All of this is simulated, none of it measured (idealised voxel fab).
process module | voxel air gaps
cross-section cut | 170 nm wide | cells 5 nm
A cross-section is a grid of square cells, given in bands from the top down. A band is one or more rows of cells.
Each band's line starts with the height of the band's top and of its bottom, in nm. Then come its materials from left to right, each with its width in nm. One material with "throughout" fills the band from edge to edge. "air" is empty space.
Height 0 is the level under which the wafer as received is all one material. The lowest band goes on downwards, as in "0 down".
A width such as "30 to 40" changes by the same amount from each row of cells to the next, from the band's top row to its bottom row.
"no change" after a step means that no cell of the cross-section changed.
closed voids: empty space of 8 cells or more with no open way to the top, each as width x height at its distance from the left edge, in nm
after a step's settings: what the simulator itself notes on the step
overlay nm, on a step with a mask: how far to the right of its planned place the mask lay; to the left if negative
plan
1 op RECEIVE | material Si
2 op CONFORMAL_DEP | material SiO2 | thk nm 15
3 op CONFORMAL_DEP | material SiCN | thk nm 5
4 op DIRECTIONAL_DEP | material lowk | thk nm 35
5 op MASKED_ETCH | tone open | mask id LINES | width nm 20 | pitch nm 50 | etch materials lowk | depth nm 35 | overlay nm 0
6 op CONFORMAL_DEP | material TiN | thk nm 5
7 op FILL_DEP | material Ru | thk nm 5
8 op CMP | height nm 55
9 op EPI | material Ru | thk nm 10
10 op SELECTIVE_ETCH | etch materials lowk | depth nm 45
11 op CONFORMAL_DEP | material SiCN | thk nm 5
as received, after step 1
  0 down: Si throughout
  closed voids: none
first wafer at the end, as planned
  70 to 65: air 10 | SiCN 150 | air 10
  65 to 55: air 10 | SiCN 5 | Ru 40 | SiCN 10 | Ru 40 | SiCN 10 | Ru 40 | SiCN 5 | air 10
  55 to 50: air 10 | SiCN 15 | TiN 5 | Ru 10 | TiN 5 | SiCN 30 | TiN 5 | Ru 10 | TiN 5 | SiCN 30 | TiN 5 | Ru 10 | TiN 5 | SiCN 15 | air 10
  50 to 25: air 20 | SiCN 5 | TiN 5 | Ru 10 | TiN 5 | SiCN 5 | air 20 | SiCN 5 | TiN 5 | Ru 10 | TiN 5 | SiCN 5 | air 20 | SiCN 5 | TiN 5 | Ru 10 | TiN 5 | SiCN 5 | air 20
  25 to 20: SiCN 25 | TiN 20 | SiCN 30 | TiN 20 | SiCN 30 | TiN 20 | SiCN 25
  20 to 15: SiCN throughout
  15 to 0: SiO2 throughout
  0 down: Si throughout
  closed voids: 20 x 25 at 50; 20 x 25 at 100
second wafer at the end: like start, like plan, one mistake
  70 to 65: air 20 | SiCN 150
  65 to 55: air 20 | SiCN 5 | Ru 40 | SiCN 10 | Ru 40 | SiCN 10 | Ru 40 | SiCN 5
  55 to 50: air 20 | SiCN 15 | TiN 5 | Ru 10 | TiN 5 | SiCN 30 | TiN 5 | Ru 10 | TiN 5 | SiCN 30 | TiN 5 | Ru 10 | TiN 5 | SiCN 15
  50 to 25: air 30 | SiCN 5 | TiN 5 | Ru 10 | TiN 5 | SiCN 5 | air 20 | SiCN 5 | TiN 5 | Ru 10 | TiN 5 | SiCN 5 | air 20 | SiCN 5 | TiN 5 | Ru 10 | TiN 5 | SiCN 5 | air 10
  25 to 20: SiCN 35 | TiN 20 | SiCN 30 | TiN 20 | SiCN 30 | TiN 20 | SiCN 15
  20 to 15: SiCN throughout
  15 to 0: SiO2 throughout
  0 down: Si throughout
  closed voids: 20 x 25 at 60; 20 x 25 at 110; 10 x 25 at 160
what went wrong: step 5 ran as: op MASKED_ETCH | tone open | mask id LINES | width nm 20 | pitch nm 50 | etch materials lowk | depth nm 35 | overlay nm 10
at the end the second wafer has, in cells: as many of each material as the first, in other places
closed voids at the end (first wafer, second wafer): 2, 3
